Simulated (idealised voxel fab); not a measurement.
Process module name: voxel wiring stack
Cross-sectional view cut (width: 235 nm; square cell size: 5 nm).
For the purposes of this document, a cross-section shall be understood as a grid of square cells, specified as bands listed in top-to-bottom order, each band consisting of one or more rows of cells.
Band entry format. Leading values: height of top, height of bottom, nm. Remainder: materials in left-to-right order, each with its width in nm. Special words: "everywhere" on a single material, which then fills the band edge to edge; "empty", empty space.
Where do heights start? At 0: under that level the wafer as delivered is made of one material only. And the lowest band has no floor; it just carries on downward, as in "z 0 and below".
Think of "30 to 40" as a width that walks from the first number to the second as you go down the band, top row to bottom row, taking equal-sized steps from row to row.
Any step labelled "left unchanged" changed none of the cells in the cross-section.
Any empty space of 8 cells or more lacking an open way to the top shows up in "Non-vented voids" as width x height at distance, distance from the left edge, in nm.
That trailing text on a step's line, after the settings, is the simulator's own remark on the step.
You can add "overlay nm" to a step's line. For a step with a mask, it describes how far the mask lay to the right of its planned position, and a negative number describes a lay to the left.

## Set out below are the planned steps of the process
1: RECEIVE,material Si
2: CONFORMAL_DEP,material SiO2,thk nm 10
3: DIRECTIONAL_DEP,material TiN,thk nm 5
4: DIRECTIONAL_DEP,material W,thk nm 15
5: PATTERN,tone cover,mask id METAL_1,material resist,width nm 25,pitch nm 45,thk nm 20,overlay nm 0
6: DIRECTIONAL_ETCH,etch materials W,depth nm 15
7: DIRECTIONAL_ETCH,etch materials TiN,depth nm 5
8: STRIP,etch materials resist
9: CONFORMAL_DEP,material SiCN,thk nm 5
10: FILL_DEP,material SiO2,thk nm 5
11: CMP,height nm 30
12: CONFORMAL_DEP,material SiCN,thk nm 5
13: DIRECTIONAL_DEP,material lowk,thk nm 15
14: PATTERN,tone open,mask id PLUG_1,material resist,width nm 15,thk nm 20,overlay nm 0
15: DIRECTIONAL_ETCH,etch materials lowk,depth nm 15
16: DIRECTIONAL_ETCH,etch materials SiCN,depth nm 5
17: STRIP,etch materials resist
18: EPI,material Ru,thk nm 10
19: EPI,material Ru,thk nm 10
20: CONFORMAL_DEP,material SiN,thk nm 5
21: DIRECTIONAL_DEP,material SiO2,thk nm 25
22: PATTERN,tone open,mask id METAL_2,material resist,width nm 25,pitch nm 45,thk nm 20,overlay nm 0
23: DIRECTIONAL_ETCH,etch materials SiO2,depth nm 25
24: DIRECTIONAL_ETCH,etch materials SiN,depth nm 5
25: STRIP,etch materials resist
26: CONFORMAL_DEP,material TiN,thk nm 5
27: FILL_DEP,material Cu,thk nm 10
28: CMP,height nm 80
29: CONFORMAL_DEP,material SiCN,thk nm 5
30: DIRECTIONAL_DEP,material lowk,thk nm 10
31: PATTERN,tone open,mask id PLUG_2,material resist,width nm 15,pitch nm 45,thk nm 20,overlay nm 0
32: DIRECTIONAL_ETCH,etch materials lowk,depth nm 10
33: DIRECTIONAL_ETCH,etch materials SiCN,depth nm 5
34: STRIP,etch materials resist
35: EPI,material Ru,thk nm 10
36: EPI,material Ru,thk nm 5
37: DIRECTIONAL_DEP,material TiN,thk nm 5
38: DIRECTIONAL_DEP,material Ru,thk nm 15
39: DIRECTIONAL_DEP,material aC,thk nm 10
40: PATTERN,tone cover,mask id METAL_3,material resist,width nm 25,pitch nm 45,thk nm 25,overlay nm 0
41: DIRECTIONAL_ETCH,etch materials aC,depth nm 10
42: STRIP,etch materials resist
43: DIRECTIONAL_ETCH,etch materials Ru,depth nm 15
44: DIRECTIONAL_ETCH,etch materials TiN,depth nm 5
45: STRIP,etch materials aC
46: CONFORMAL_DEP,material SiN,thk nm 5
47: FILL_DEP,material lowk,thk nm 10
48: CMP,height nm 115
49: CONFORMAL_DEP,material SiCN,thk nm 5
50: DIRECTIONAL_DEP,material SiO2,thk nm 25
51: DIRECTIONAL_DEP,material aC,thk nm 10
52: PATTERN,tone open,mask id METAL_4_HOLES,material resist,width nm 15,pitch nm 45,thk nm 25,overlay nm 0
53: DIRECTIONAL_ETCH,etch materials aC,depth nm 10
54: STRIP,etch materials resist
55: DIRECTIONAL_ETCH,etch materials SiO2,depth nm 25
56: STRIP,etch materials aC
57: MASKED_ETCH,tone open,mask id METAL_4,width nm 25,pitch nm 45,etch materials SiO2,depth nm 15,overlay nm 0
58: MASKED_ETCH,tone open,mask id METAL_4,width nm 25,pitch nm 45,etch materials SiCN,depth nm 5,overlay nm 0
59: CONFORMAL_DEP,material TiN,thk nm 5
60: FILL_DEP,material Cu,thk nm 5
61: CMP,height nm 145
62: CONFORMAL_DEP,material SiN,thk nm 5

## Delivered wafer in cross-section: state after step 1
  z 0 and below: Si everywhere
  Non-vented voids: none

## Cross-section taken at module completion on the first of two wafers; processed per the plan
  z 150 to 145: SiN everywhere
  z 145 to 135: 80 of SiO2  5 of TiN  15 of Cu  5 of TiN  20 of SiO2  5 of TiN  15 of Cu  5 of TiN  85 of SiO2
  z 135 to 130: 80 of SiO2  5 of TiN  5 of Cu  15 of TiN  20 of SiO2  5 of TiN  5 of Cu  15 of TiN  85 of SiO2
  z 130 to 120: 80 of SiO2  5 of TiN  5 of Cu  5 of TiN  30 of SiO2  5 of TiN  5 of Cu  5 of TiN  95 of SiO2
  z 120 to 115: 80 of SiCN  15 of TiN  30 of SiCN  15 of TiN  95 of SiCN
  z 115 to 100: 75 of lowk  5 of SiN  25 of Ru  5 of SiN  10 of lowk  5 of SiN  25 of Ru  5 of SiN  80 of lowk
  z 100 to 95: 80 of SiN  25 of TiN  20 of SiN  25 of TiN  85 of SiN
  z 95 to 85: 80 of lowk  15 of Ru  30 of lowk  15 of Ru  95 of lowk
  z 85 to 80: 80 of SiCN  15 of Ru  30 of SiCN  15 of Ru  95 of SiCN
  z 80 to 55: 80 of SiO2  5 of TiN  15 of Cu  5 of TiN  20 of SiO2  5 of TiN  15 of Cu  5 of TiN  85 of SiO2
  z 55 to 50: 80 of SiN  25 of TiN  20 of SiN  25 of TiN  85 of SiN
  z 50 to 35: 80 of lowk  15 of Ru  140 of lowk
  z 35 to 30: 80 of SiCN  15 of Ru  140 of SiCN
  z 30 to 15: 75 of SiO2  5 of SiCN  25 of W  5 of SiCN  10 of SiO2  5 of SiCN  25 of W  5 of SiCN  80 of SiO2
  z 15 to 10: 80 of SiCN  25 of TiN  20 of SiCN  25 of TiN  85 of SiCN
  z 10 to 0: SiO2 everywhere
  z 0 and below: Si everywhere
  Non-vented voids: none

## Module end: cross-section of wafer two of two. Same start and process plan as the first wafer. One mistake during execution
  z 150 to 145: SiN everywhere
  z 145 to 135: 80 of SiO2  5 of TiN  15 of Cu  5 of TiN  20 of SiO2  5 of TiN  15 of Cu  5 of TiN  85 of SiO2
  z 135 to 130: 80 of SiO2  5 of TiN  5 of Cu  15 of TiN  20 of SiO2  5 of TiN  5 of Cu  15 of TiN  85 of SiO2
  z 130 to 120: 80 of SiO2  5 of TiN  5 of Cu  5 of TiN  30 of SiO2  5 of TiN  5 of Cu  5 of TiN  95 of SiO2
  z 120 to 115: 80 of SiCN  15 of TiN  30 of SiCN  15 of TiN  95 of SiCN
  z 115 to 100: 75 of lowk  5 of SiN  25 of Ru  5 of SiN  10 of lowk  5 of SiN  25 of Ru  5 of SiN  80 of lowk
  z 100 to 95: 80 of SiN  25 of TiN  20 of SiN  25 of TiN  85 of SiN
  z 95 to 85: 80 of lowk  15 of Ru  30 of lowk  15 of Ru  95 of lowk
  z 85 to 80: 80 of SiCN  15 of Ru  30 of SiCN  15 of Ru  95 of SiCN
  z 80 to 65: 80 of SiO2  5 of TiN  15 of Cu  5 of TiN  20 of SiO2  5 of TiN  15 of Cu  5 of TiN  85 of SiO2
  z 65 to 60: 65 of SiO2  15 of SiN  25 of TiN  5 of SiN  15 of SiO2  5 of TiN  15 of Cu  5 of TiN  85 of SiO2
  z 60 to 55: 65 of SiO2  5 of SiN  35 of Ru  5 of SiN  15 of SiO2  5 of TiN  15 of Cu  5 of TiN  85 of SiO2
  z 55 to 50: 70 of SiN  35 of Ru  20 of SiN  25 of TiN  85 of SiN
  z 50 to 35: 80 of lowk  15 of Ru  140 of lowk
  z 35 to 30: 80 of SiCN  15 of Ru  140 of SiCN
  z 30 to 15: 75 of SiO2  5 of SiCN  25 of W  5 of SiCN  10 of SiO2  5 of SiCN  25 of W  5 of SiCN  80 of SiO2
  z 15 to 10: 80 of SiCN  25 of TiN  20 of SiCN  25 of TiN  85 of SiCN
  z 10 to 0: SiO2 everywhere
  z 0 and below: Si everywhere
  Non-vented voids: none
Heads up, the wafer didn't run the way we planned it: a duplicate execution occurred for one of the equivalent steps 18 and 19, which one being indeterminable
The second wafer ends with more or fewer cells of some materials than the first, per final count: 6 fewer of Cu, 14 more of Ru, 4 more of SiN, 8 fewer of SiO2, 4 fewer of TiN
